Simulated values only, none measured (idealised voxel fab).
Documented hereafter: the process module known as voxel quadruple lines.
The cross-section on display is named cut; it measures 215 nm wide, and its cells are 5 nm squares.
A cross-section is a grid of square cells, given in bands from the top down. A band is one or more rows of cells.
Each band's line starts with the height of the band's top and of its bottom, in nm. Then come its materials from left to right, each with its width in nm. One material with "full width" fills the band from edge to edge. "blank" is empty space.
Height is counted from the level 0, under which the received wafer is composed throughout of one material. The lowest of the bands is not closed at the bottom but continues downward, in the notation "0 and below".
The width entry "30->40" should be interpreted row by row: the top row of cells in the band takes the first number, the bottom row takes the second number, and the change between adjacent rows is uniform throughout.
"no modifications" means the step left every cell of the cross-section as it was.
You'll see "Sealed internal voids" listing empty spaces that have no way open to the top, as long as they're 8 cells or more; the notation is width x height at distance, where the distance is from the left edge, and all of it is in nm.
Text after the settings on a step's line: the simulator's own remark on that step.
"overlay nm", when on a step's line for a step with a mask, measures how far to the right of its planned place the mask lay; a negative measure means to the left.

## The process steps that were planned are listed below
step 1: RECEIVE [material Si]
step 2: CONFORMAL_DEP [material Al2O3] [thk nm 5]
step 3: DIRECTIONAL_DEP [material TiN] [thk nm 10]
step 4: DIRECTIONAL_DEP [material polySi] [thk nm 15]
step 5: DIRECTIONAL_DEP [material aC] [thk nm 20]
step 6: PATTERN [tone cover] [mask id MANDREL] [material resist] [width nm 35] [pitch nm 100] [thk nm 25] [overlay nm 0]
step 7: DIRECTIONAL_ETCH [etch materials aC] [depth nm 20]
step 8: STRIP [etch materials resist]
step 9: CONFORMAL_DEP [material SiO2] [thk nm 15]
step 10: DIRECTIONAL_ETCH [etch materials SiO2] [depth nm 15]
step 11: STRIP [etch materials aC]
step 12: DIRECTIONAL_ETCH [etch materials polySi] [depth nm 15]
step 13: STRIP [etch materials SiO2]
step 14: CONFORMAL_DEP [material SiCN] [thk nm 10]
step 15: DIRECTIONAL_ETCH [etch materials SiCN] [depth nm 10]
step 16: STRIP [etch materials polySi]
step 17: DIRECTIONAL_ETCH [etch materials TiN] [depth nm 10]
step 18: STRIP [etch materials SiCN]
step 19: FILL_DEP [material lowk] [thk nm 10]
step 20: CMP [height nm 15]

## Step 1 complete: cross-section of the wafer as received
  0 and below: Si full width
  Sealed internal voids: none

## Cross-section: first of two wafers, module finished, run according to plan
  15 down to 5: lowk: 15; TiN: 10; lowk: 15; TiN: 10; lowk: 15; TiN: 10; lowk: 15; TiN: 10; lowk: 15; TiN: 10; lowk: 15; TiN: 10; lowk: 15; TiN: 10; lowk: 15; TiN: 10; lowk: 15
  5 down to 0: Al2O3 full width
  0 and below: Si full width
  Sealed internal voids: none

## Cross-section, wafer two of two, end of module: same start and plan as wafer one, one error in execution
  15 down to 5: lowk: 30; TiN: 10; lowk: 15; TiN: 5; lowk: 15; TiN: 10; lowk: 45; TiN: 10; lowk: 15; TiN: 5; lowk: 15; TiN: 10; lowk: 30
  5 down to 0: Al2O3 full width
  0 and below: Si full width
  Sealed internal voids: none
Deviation noted in wafer processing: note that step 6 departed from the planned setting and was carried out as PATTERN [tone open] [mask id MANDREL] [material resist] [width nm 35] [pitch nm 100] [thk nm 25] [overlay nm 0]
Final cells, second wafer relative to first, materials higher or lower: TiN -12 | lowk +12
